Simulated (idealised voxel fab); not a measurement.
The process module presented herein is designated voxel quadruple lines.
This is section cut - it's 230 nm across, gridded in 5 nm square cells.
A cross-section in this document is a grid of square cells, and it is written down as bands, the top band listed before the ones below it; a band is made up of one or more rows of cells.
The entry gives the band's vertical extent as a top height and a bottom height in nm, then its horizontal make-up as materials from left to right, each with a width in nm. "blank" stands for empty space; a single material marked "full width" fills the band edge to edge.
Beneath 0, the wafer as received is one material, and that level is where height counting begins. The lowest band goes on downward without a bottom; it is written like "from 0 down".
When a width is written as two numbers, as in "30 to 40", the first number is the width in the top row of cells of the band and the second is the width in its bottom row, and the width changes by the same amount from each row to the next.
"nothing different" (step): cross-section cells unchanged, all of them.
Voids not open to the top, 8 cells minimum: see "Voids lacking openings". Written width x height at distance; distance is from the left edge; nm.
What comes after the settings on a step's line is commentary from the simulator itself on that step.
overlay nm: step with mask; distance mask lay right of planned place; negative value = left of planned place.
How should the pairs below be read? Each gives the cross-section before one process step and the cross-section after it, the latter drawn only to the lowest band that changed; the step that lies between them, with its settings, appears under the pair. Does a pair pick up where the pair above left off? Only where its entry headed "Before the step" says so, since pairs can come from different runs of this module on the same starting wafer.
Before the step:
* from 40 to 20  35 nm blank  15 nm polySi  25 nm blank  15 nm polySi  45 nm blank  15 nm polySi  25 nm blank  15 nm polySi  40 nm blank
* from 20 to 10  Ru full width
* from 10 to 0  SiO2 full width
* from 0 down  Si full width
* Voids lacking openings: none
As Processed:
* from 50 to 40  25 nm blank  35 nm SiN  5 nm blank  35 nm SiN  25 nm blank  35 nm SiN  5 nm blank  35 nm SiN  30 nm blank
* from 40 to 30  25 nm blank  10 nm SiN  15 nm polySi  10 nm SiN  5 nm blank  10 nm SiN  15 nm polySi  10 nm SiN  25 nm blank  10 nm SiN  15 nm polySi  10 nm SiN  5 nm blank  10 nm SiN  15 nm polySi  10 nm SiN  30 nm blank
* from 30 to 20  35 nm SiN  15 nm polySi  25 nm SiN  15 nm polySi  45 nm SiN  15 nm polySi  25 nm SiN  15 nm polySi  40 nm SiN
* below 20: unchanged
* Voids lacking openings: none
Between the two cross-sections shown above lies CONFORMAL_DEP with material SiN, thk nm 10
Before the step: The pre-step condition corresponds to the post-step cross-section depicted in the pair directly above.
As Processed:
* from 40 to 20  25 nm blank  10 nm SiN  15 nm polySi  10 nm SiN  5 nm blank  10 nm SiN  15 nm polySi  10 nm SiN  25 nm blank  10 nm SiN  15 nm polySi  10 nm SiN  5 nm blank  10 nm SiN  15 nm polySi  10 nm SiN  30 nm blank
* below 20: unchanged
* Voids lacking openings: none
Between the two cross-sections shown above lies DIRECTIONAL_ETCH with etch materials SiN, depth nm 10
Before the step: The pre-step condition corresponds to the post-step cross-section depicted in the pair directly above.
As Processed:
* from 40 to 20  25 nm blank  10 nm SiN  15 nm blank  10 nm SiN  5 nm blank  10 nm SiN  15 nm blank  10 nm SiN  25 nm blank  10 nm SiN  15 nm blank  10 nm SiN  5 nm blank  10 nm SiN  15 nm blank  10 nm SiN  30 nm blank
* below 20: unchanged
* Voids lacking openings: none
Between the two cross-sections shown above lies STRIP with etch materials polySi
Before the step: The pre-step condition corresponds to the post-step cross-section depicted in the pair directly above.
As Processed:
* from 40 to 20  25 nm blank  10 nm SiN  15 nm blank  10 nm SiN  5 nm blank  10 nm SiN  15 nm blank  10 nm SiN  25 nm blank  10 nm SiN  15 nm blank  10 nm SiN  5 nm blank  10 nm SiN  15 nm blank  10 nm SiN  30 nm blank
* from 20 to 10  25 nm blank  10 nm Ru  15 nm blank  10 nm Ru  5 nm blank  10 nm Ru  15 nm blank  10 nm Ru  25 nm blank  10 nm Ru  15 nm blank  10 nm Ru  5 nm blank  10 nm Ru  15 nm blank  10 nm Ru  30 nm blank
* below 10: unchanged
* Voids lacking openings: none
Between the two cross-sections shown above lies DIRECTIONAL_ETCH with etch materials Ru, depth nm 10
Before the step: The pre-step condition corresponds to the post-step cross-section depicted in the pair directly above.
As Processed:
* from 20 to 10  25 nm blank  10 nm Ru  15 nm blank  10 nm Ru  5 nm blank  10 nm Ru  15 nm blank  10 nm Ru  25 nm blank  10 nm Ru  15 nm blank  10 nm Ru  5 nm blank  10 nm Ru  15 nm blank  10 nm Ru  30 nm blank
* below 10: unchanged
* Voids lacking openings: none
Between the two cross-sections shown above lies STRIP with etch materials SiN
Before the step:
* from 60 to 40  aC full width
* from 40 to 20  polySi full width
* from 20 to 10  Ru full width
* from 10 to 0  SiO2 full width
* from 0 down  Si full width
* Voids lacking openings: none
As Processed:
* from 90 to 60  55 nm blank  35 nm resist  65 nm blank  35 nm resist  40 nm blank
* below 60: unchanged
* Voids lacking openings: none
Between the two cross-sections shown above lies PATTERN with tone cover, mask id MANDREL, material resist, width nm 35, pitch nm 100, thk nm 30, overlay nm 10
Before the step: The pre-step condition corresponds to the post-step cross-section depicted in the pair directly above.
As Processed:
* from 70 to 60  55 nm blank  35 nm resist  65 nm blank  35 nm resist  40 nm blank
* from 60 to 40  55 nm blank  35 nm aC  65 nm blank  35 nm aC  40 nm blank
* below 40: unchanged
* Voids lacking openings: none
Between the two cross-sections shown above lies DIRECTIONAL_ETCH with etch materials aC, depth nm 20
Before the step: The pre-step condition corresponds to the post-step cross-section depicted in the pair directly above.
As Processed:
* from 60 to 40  55 nm blank  35 nm aC  65 nm blank  35 nm aC  40 nm blank
* below 40: unchanged
* Voids lacking openings: none
Between the two cross-sections shown above lies STRIP with etch materials resist
Before the step: The pre-step condition corresponds to the post-step cross-section depicted in the pair directly above.
As Processed:
* from 75 to 60  40 nm blank  65 nm SiO2  35 nm blank  65 nm SiO2  25 nm blank
* from 60 to 55  40 nm blank  15 nm SiO2  35 nm aC  15 nm SiO2  35 nm blank  15 nm SiO2  35 nm aC  15 nm SiO2  25 nm blank
* from 55 to 40  55 nm SiO2  35 nm aC  65 nm SiO2  35 nm aC  40 nm SiO2
* below 40: unchanged
* Voids lacking openings: none
Between the two cross-sections shown above lies CONFORMAL_DEP with material SiO2, thk nm 15
Before the step: The pre-step condition corresponds to the post-step cross-section depicted in the pair directly above.
As Processed:
* from 60 to 40  40 nm blank  15 nm SiO2  35 nm aC  15 nm SiO2  35 nm blank  15 nm SiO2  35 nm aC  15 nm SiO2  25 nm blank
* below 40: unchanged
* Voids lacking openings: none
Between the two cross-sections shown above lies DIRECTIONAL_ETCH with etch materials SiO2, depth nm 15
Before the step: The pre-step condition corresponds to the post-step cross-section depicted in the pair directly above.
As Processed:
* from 60 to 40  40 nm blank  15 nm SiO2  35 nm blank  15 nm SiO2  35 nm blank  15 nm SiO2  35 nm blank  15 nm SiO2  25 nm blank
* below 40: unchanged
* Voids lacking openings: none
Between the two cross-sections shown above lies STRIP with etch materials aC
Before the step: The pre-step condition corresponds to the post-step cross-section depicted in the pair directly above.
As Processed:
* from 60 to 40  40 nm blank  15 nm SiO2  35 nm blank  15 nm SiO2  35 nm blank  15 nm SiO2  35 nm blank  15 nm SiO2  25 nm blank
* from 40 to 20  40 nm blank  15 nm polySi  35 nm blank  15 nm polySi  35 nm blank  15 nm polySi  35 nm blank  15 nm polySi  25 nm blank
* below 20: unchanged
* Voids lacking openings: none
Between the two cross-sections shown above lies DIRECTIONAL_ETCH with etch materials polySi, depth nm 20
Before the step: The pre-step condition corresponds to the post-step cross-section depicted in the pair directly above.
As Processed:
* from 40 to 20  40 nm blank  15 nm polySi  35 nm blank  15 nm polySi  35 nm blank  15 nm polySi  35 nm blank  15 nm polySi  25 nm blank
* below 20: unchanged
* Voids lacking openings: none
Between the two cross-sections shown above lies STRIP with etch materials SiO2
Before the step: The pre-step condition corresponds to the post-step cross-section depicted in the pair directly above.
As Processed:
* from 50 to 40  30 nm blank  35 nm SiN  15 nm blank  35 nm SiN  15 nm blank  35 nm SiN  15 nm blank  35 nm SiN  15 nm blank
* from 40 to 30  30 nm blank  10 nm SiN  15 nm polySi  10 nm SiN  15 nm blank  10 nm SiN  15 nm polySi  10 nm SiN  15 nm blank  10 nm SiN  15 nm polySi  10 nm SiN  15 nm blank  10 nm SiN  15 nm polySi  10 nm SiN  15 nm blank
* from 30 to 20  40 nm SiN  15 nm polySi  35 nm SiN  15 nm polySi  35 nm SiN  15 nm polySi  35 nm SiN  15 nm polySi  25 nm SiN
* below 20: unchanged
* Voids lacking openings: none
Between the two cross-sections shown above lies CONFORMAL_DEP with material SiN, thk nm 10
Before the step: The pre-step condition corresponds to the post-step cross-section depicted in the pair directly above.
As Processed:
* from 40 to 20  30 nm blank  10 nm SiN  15 nm polySi  10 nm SiN  15 nm blank  10 nm SiN  15 nm polySi  10 nm SiN  15 nm blank  10 nm SiN  15 nm polySi  10 nm SiN  15 nm blank  10 nm SiN  15 nm polySi  10 nm SiN  15 nm blank
* below 20: unchanged
* Voids lacking openings: none
Between the two cross-sections shown above lies DIRECTIONAL_ETCH with etch materials SiN, depth nm 10
Before the step: The pre-step condition corresponds to the post-step cross-section depicted in the pair directly above.
As Processed:
* from 40 to 20  30 nm blank  10 nm SiN  15 nm blank  10 nm SiN  15 nm blank  10 nm SiN  15 nm blank  10 nm SiN  15 nm blank  10 nm SiN  15 nm blank  10 nm SiN  15 nm blank  10 nm SiN  15 nm blank  10 nm SiN  15 nm blank
* below 20: unchanged
* Voids lacking openings: none
Between the two cross-sections shown above lies STRIP with etch materials polySi
Before the step: The pre-step condition corresponds to the post-step cross-section depicted in the pair directly above.
As Processed:
* from 40 to 20  30 nm blank  10 nm SiN  15 nm blank  10 nm SiN  15 nm blank  10 nm SiN  15 nm blank  10 nm SiN  15 nm blank  10 nm SiN  15 nm blank  10 nm SiN  15 nm blank  10 nm SiN  15 nm blank  10 nm SiN  15 nm blank
* from 20 to 10  30 nm blank  10 nm Ru  15 nm blank  10 nm Ru  15 nm blank  10 nm Ru  15 nm blank  10 nm Ru  15 nm blank  10 nm Ru  15 nm blank  10 nm Ru  15 nm blank  10 nm Ru  15 nm blank  10 nm Ru  15 nm blank
* below 10: unchanged
* Voids lacking openings: none
Between the two cross-sections shown above lies DIRECTIONAL_ETCH with etch materials Ru, depth nm 10
Before the step: The pre-step condition corresponds to the post-step cross-section depicted in the pair directly above.
As Processed:
* from 20 to 10  30 nm blank  10 nm Ru  15 nm blank  10 nm Ru  15 nm blank  10 nm Ru  15 nm blank  10 nm Ru  15 nm blank  10 nm Ru  15 nm blank  10 nm Ru  15 nm blank  10 nm Ru  15 nm blank  10 nm Ru  15 nm blank
* below 10: unchanged
* Voids lacking openings: none
Between the two cross-sections shown above lies STRIP with etch materials SiN
Before the step:
* from 10 to 0  SiO2 full width
* from 0 down  Si full width
* Voids lacking openings: none
As Processed:
* from 20 to 10  aC full width
* below 10: unchanged
* Voids lacking openings: none
Between the two cross-sections shown above lies DIRECTIONAL_DEP with material aC, thk nm 10
Before the step: The pre-step condition corresponds to the post-step cross-section depicted in the pair directly above.
As Processed:
* from 40 to 20  polySi full width
* below 20: unchanged
* Voids lacking openings: none
Between the two cross-sections shown above lies DIRECTIONAL_DEP with material polySi, thk nm 20
Before the step: The pre-step condition corresponds to the post-step cross-section depicted in the pair directly above.
As Processed:
* from 60 to 40  aC full width
* below 40: unchanged
* Voids lacking openings: none
Between the two cross-sections shown above lies DIRECTIONAL_DEP with material aC, thk nm 20
Before the step: The pre-step condition corresponds to the post-step cross-section depicted in the pair directly above.
As Processed:
* from 90 to 60  45 nm blank  35 nm resist  65 nm blank  35 nm resist  50 nm blank
* below 60: unchanged
* Voids lacking openings: none
Between the two cross-sections shown above lies PATTERN with tone cover, mask id MANDREL, material resist, width nm 35, pitch nm 100, thk nm 30, overlay nm 0
Before the step: The pre-step condition corresponds to the post-step cross-section depicted in the pair directly above.
As Processed:
* from 70 to 60  45 nm blank  35 nm resist  65 nm blank  35 nm resist  50 nm blank
* from 60 to 40  45 nm blank  35 nm aC  65 nm blank  35 nm aC  50 nm blank
* below 40: unchanged
* Voids lacking openings: none
Between the two cross-sections shown above lies DIRECTIONAL_ETCH with etch materials aC, depth nm 20
Before the step: The pre-step condition corresponds to the post-step cross-section depicted in the pair directly above.
As Processed:
* from 60 to 40  45 nm blank  35 nm aC  65 nm blank  35 nm aC  50 nm blank
* below 40: unchanged
* Voids lacking openings: none
Between the two cross-sections shown above lies STRIP with etch materials resist
Before the step: The pre-step condition corresponds to the post-step cross-section depicted in the pair directly above.
As Processed:
* from 75 to 60  30 nm blank  65 nm SiO2  35 nm blank  65 nm SiO2  35 nm blank
* from 60 to 55  30 nm blank  15 nm SiO2  35 nm aC  15 nm SiO2  35 nm blank  15 nm SiO2  35 nm aC  15 nm SiO2  35 nm blank
* from 55 to 40  45 nm SiO2  35 nm aC  65 nm SiO2  35 nm aC  50 nm SiO2
* below 40: unchanged
* Voids lacking openings: none
Between the two cross-sections shown above lies CONFORMAL_DEP with material SiO2, thk nm 15
Before the step: The pre-step condition corresponds to the post-step cross-section depicted in the pair directly above.
As Processed:
* from 60 to 40  30 nm blank  15 nm SiO2  35 nm aC  15 nm SiO2  35 nm blank  15 nm SiO2  35 nm aC  15 nm SiO2  35 nm blank
* below 40: unchanged
* Voids lacking openings: none
Between the two cross-sections shown above lies DIRECTIONAL_ETCH with etch materials SiO2, depth nm 15
Before the step: The pre-step condition corresponds to the post-step cross-section depicted in the pair directly above.
As Processed:
* from 60 to 40  30 nm blank  15 nm SiO2  35 nm blank  15 nm SiO2  35 nm blank  15 nm SiO2  35 nm blank  15 nm SiO2  35 nm blank
* below 40: unchanged
* Voids lacking openings: none
Between the two cross-sections shown above lies STRIP with etch materials aC
Before the step: The pre-step condition corresponds to the post-step cross-section depicted in the pair directly above.
As Processed:
* from 60 to 40  30 nm blank  15 nm SiO2  35 nm blank  15 nm SiO2  35 nm blank  15 nm SiO2  35 nm blank  15 nm SiO2  35 nm blank
* from 40 to 20  30 nm blank  15 nm polySi  35 nm blank  15 nm polySi  35 nm blank  15 nm polySi  35 nm blank  15 nm polySi  35 nm blank
* below 20: unchanged
* Voids lacking openings: none
Between the two cross-sections shown above lies DIRECTIONAL_ETCH with etch materials polySi, depth nm 20
Before the step: The pre-step condition corresponds to the post-step cross-section depicted in the pair directly above.
As Processed:
* from 40 to 20  30 nm blank  15 nm polySi  35 nm blank  15 nm polySi  35 nm blank  15 nm polySi  35 nm blank  15 nm polySi  35 nm blank
* below 20: unchanged
* Voids lacking openings: none
Between the two cross-sections shown above lies STRIP with etch materials SiO2
Before the step: The pre-step condition corresponds to the post-step cross-section depicted in the pair directly above.
As Processed:
* from 50 to 40  20 nm blank  35 nm SiN  15 nm blank  35 nm SiN  15 nm blank  35 nm SiN  15 nm blank  35 nm SiN  25 nm blank
* from 40 to 30  20 nm blank  10 nm SiN  15 nm polySi  10 nm SiN  15 nm blank  10 nm SiN  15 nm polySi  10 nm SiN  15 nm blank  10 nm SiN  15 nm polySi  10 nm SiN  15 nm blank  10 nm SiN  15 nm polySi  10 nm SiN  25 nm blank
* from 30 to 20  30 nm SiN  15 nm polySi  35 nm SiN  15 nm polySi  35 nm SiN  15 nm polySi  35 nm SiN  15 nm polySi  35 nm SiN
* below 20: unchanged
* Voids lacking openings: none
Between the two cross-sections shown above lies CONFORMAL_DEP with material SiN, thk nm 10
Before the step: The pre-step condition corresponds to the post-step cross-section depicted in the pair directly above.
As Processed:
* from 40 to 20  20 nm blank  10 nm SiN  15 nm polySi  10 nm SiN  15 nm blank  10 nm SiN  15 nm polySi  10 nm SiN  15 nm blank  10 nm SiN  15 nm polySi  10 nm SiN  15 nm blank  10 nm SiN  15 nm polySi  10 nm SiN  25 nm blank
* below 20: unchanged
* Voids lacking openings: none
Between the two cross-sections shown above lies DIRECTIONAL_ETCH with etch materials SiN, depth nm 10
Before the step: The pre-step condition corresponds to the post-step cross-section depicted in the pair directly above.
As Processed:
* from 40 to 20  20 nm blank  10 nm SiN  15 nm blank  10 nm SiN  15 nm blank  10 nm SiN  15 nm blank  10 nm SiN  15 nm blank  10 nm SiN  15 nm blank  10 nm SiN  15 nm blank  10 nm SiN  15 nm blank  10 nm SiN  25 nm blank
* below 20: unchanged
* Voids lacking openings: none
Between the two cross-sections shown above lies STRIP with etch materials polySi
Before the step: The pre-step condition corresponds to the post-step cross-section depicted in the pair directly above.
As Processed:
* from 20 to 10  aC full width
* below 10: unchanged
* Voids lacking openings: none
Between the two cross-sections shown above lies STRIP with etch materials SiN
Before the step:
* from 60 to 40  aC full width
* from 40 to 20  polySi full width
* from 20 to 10  Ru full width
* from 10 to 0  SiO2 full width
* from 0 down  Si full width
* Voids lacking openings: none
As Processed:
* from 90 to 60  45 nm resist  35 nm blank  65 nm resist  35 nm blank  50 nm resist
* below 60: unchanged
* Voids lacking openings: none
Between the two cross-sections shown above lies PATTERN with tone open, mask id MANDREL, material resist, width nm 35, pitch nm 100, thk nm 30, overlay nm 0
Before the step: The pre-step condition corresponds to the post-step cross-section depicted in the pair directly above.
As Processed:
* from 70 to 60  45 nm resist  35 nm blank  65 nm resist  35 nm blank  50 nm resist
* from 60 to 40  45 nm aC  35 nm blank  65 nm aC  35 nm blank  50 nm aC
* below 40: unchanged
* Voids lacking openings: none
Between the two cross-sections shown above lies DIRECTIONAL_ETCH with etch materials aC, depth nm 20
Before the step: The pre-step condition corresponds to the post-step cross-section depicted in the pair directly above.
As Processed:
* from 60 to 40  45 nm aC  35 nm blank  65 nm aC  35 nm blank  50 nm aC
* below 40: unchanged
* Voids lacking openings: none
Between the two cross-sections shown above lies STRIP with etch materials resist
Before the step: The pre-step condition corresponds to the post-step cross-section depicted in the pair directly above.
As Processed:
* from 75 to 60  60 nm SiO2  5 nm blank  95 nm SiO2  5 nm blank  65 nm SiO2
* from 60 to 55  45 nm aC  15 nm SiO2  5 nm blank  15 nm SiO2  65 nm aC  15 nm SiO2  5 nm blank  15 nm SiO2  50 nm aC
* from 55 to 40  45 nm aC  35 nm SiO2  65 nm aC  35 nm SiO2  50 nm aC
* below 40: unchanged
* Voids lacking openings: none
Between the two cross-sections shown above lies CONFORMAL_DEP with material SiO2, thk nm 15
Before the step: The pre-step condition corresponds to the post-step cross-section depicted in the pair directly above.
As Processed:
* from 60 to 40  45 nm aC  15 nm SiO2  5 nm blank  15 nm SiO2  65 nm aC  15 nm SiO2  5 nm blank  15 nm SiO2  50 nm aC
* below 40: unchanged
* Voids lacking openings: none
Between the two cross-sections shown above lies DIRECTIONAL_ETCH with etch materials SiO2, depth nm 15
Before the step: The pre-step condition corresponds to the post-step cross-section depicted in the pair directly above.
As Processed:
* from 60 to 40  45 nm blank  15 nm SiO2  5 nm blank  15 nm SiO2  65 nm blank  15 nm SiO2  5 nm blank  15 nm SiO2  50 nm blank
* below 40: unchanged
* Voids lacking openings: none
Between the two cross-sections shown above lies STRIP with etch materials aC
Before the step: The pre-step condition corresponds to the post-step cross-section depicted in the pair directly above.
As Processed:
* from 60 to 40  45 nm blank  15 nm SiO2  5 nm blank  15 nm SiO2  65 nm blank  15 nm SiO2  5 nm blank  15 nm SiO2  50 nm blank
* from 40 to 20  45 nm blank  15 nm polySi  5 nm blank  15 nm polySi  65 nm blank  15 nm polySi  5 nm blank  15 nm polySi  50 nm blank
* below 20: unchanged
* Voids lacking openings: none
Between the two cross-sections shown above lies DIRECTIONAL_ETCH with etch materials polySi, depth nm 20
Before the step: The pre-step condition corresponds to the post-step cross-section depicted in the pair directly above.
As Processed:
* from 40 to 20  45 nm blank  15 nm polySi  5 nm blank  15 nm polySi  65 nm blank  15 nm polySi  5 nm blank  15 nm polySi  50 nm blank
* below 20: unchanged
* Voids lacking openings: none
Between the two cross-sections shown above lies STRIP with etch materials SiO2
Before the step: The pre-step condition corresponds to the post-step cross-section depicted in the pair directly above.
As Processed:
* from 50 to 40  35 nm blank  55 nm SiN  45 nm blank  55 nm SiN  40 nm blank
* from 40 to 30  35 nm blank  10 nm SiN  15 nm polySi  5 nm SiN  15 nm polySi  10 nm SiN  45 nm blank  10 nm SiN  15 nm polySi  5 nm SiN  15 nm polySi  10 nm SiN  40 nm blank
* from 30 to 20  45 nm SiN  15 nm polySi  5 nm SiN  15 nm polySi  65 nm SiN  15 nm polySi  5 nm SiN  15 nm polySi  50 nm SiN
* below 20: unchanged
* Voids lacking openings: none
Between the two cross-sections shown above lies CONFORMAL_DEP with material SiN, thk nm 10
Before the step: The pre-step condition corresponds to the post-step cross-section depicted in the pair directly above.
As Processed:
* from 40 to 20  35 nm blank  10 nm SiN  15 nm polySi  5 nm SiN  15 nm polySi  10 nm SiN  45 nm blank  10 nm SiN  15 nm polySi  5 nm SiN  15 nm polySi  10 nm SiN  40 nm blank
* below 20: unchanged
* Voids lacking openings: none
Between the two cross-sections shown above lies DIRECTIONAL_ETCH with etch materials SiN, depth nm 10
Before the step: The pre-step condition corresponds to the post-step cross-section depicted in the pair directly above.
As Processed:
* from 40 to 20  35 nm blank  10 nm SiN  15 nm blank  5 nm SiN  15 nm blank  10 nm SiN  45 nm blank  10 nm SiN  15 nm blank  5 nm SiN  15 nm blank  10 nm SiN  40 nm blank
* below 20: unchanged
* Voids lacking openings: none
Between the two cross-sections shown above lies STRIP with etch materials polySi
Before the step: The pre-step condition corresponds to the post-step cross-section depicted in the pair directly above.
As Processed:
* from 40 to 20  35 nm blank  10 nm SiN  15 nm blank  5 nm SiN  15 nm blank  10 nm SiN  45 nm blank  10 nm SiN  15 nm blank  5 nm SiN  15 nm blank  10 nm SiN  40 nm blank
* from 20 to 10  35 nm blank  10 nm Ru  15 nm blank  5 nm Ru  15 nm blank  10 nm Ru  45 nm blank  10 nm Ru  15 nm blank  5 nm Ru  15 nm blank  10 nm Ru  40 nm blank
* below 10: unchanged
* Voids lacking openings: none
Between the two cross-sections shown above lies DIRECTIONAL_ETCH with etch materials Ru, depth nm 10
Before the step: The pre-step condition corresponds to the post-step cross-section depicted in the pair directly above.
As Processed:
* from 20 to 10  35 nm blank  10 nm Ru  15 nm blank  5 nm Ru  15 nm blank  10 nm Ru  45 nm blank  10 nm Ru  15 nm blank  5 nm Ru  15 nm blank  10 nm Ru  40 nm blank
* below 10: unchanged
* Voids lacking openings: none
Between the two cross-sections shown above lies STRIP with etch materials SiN
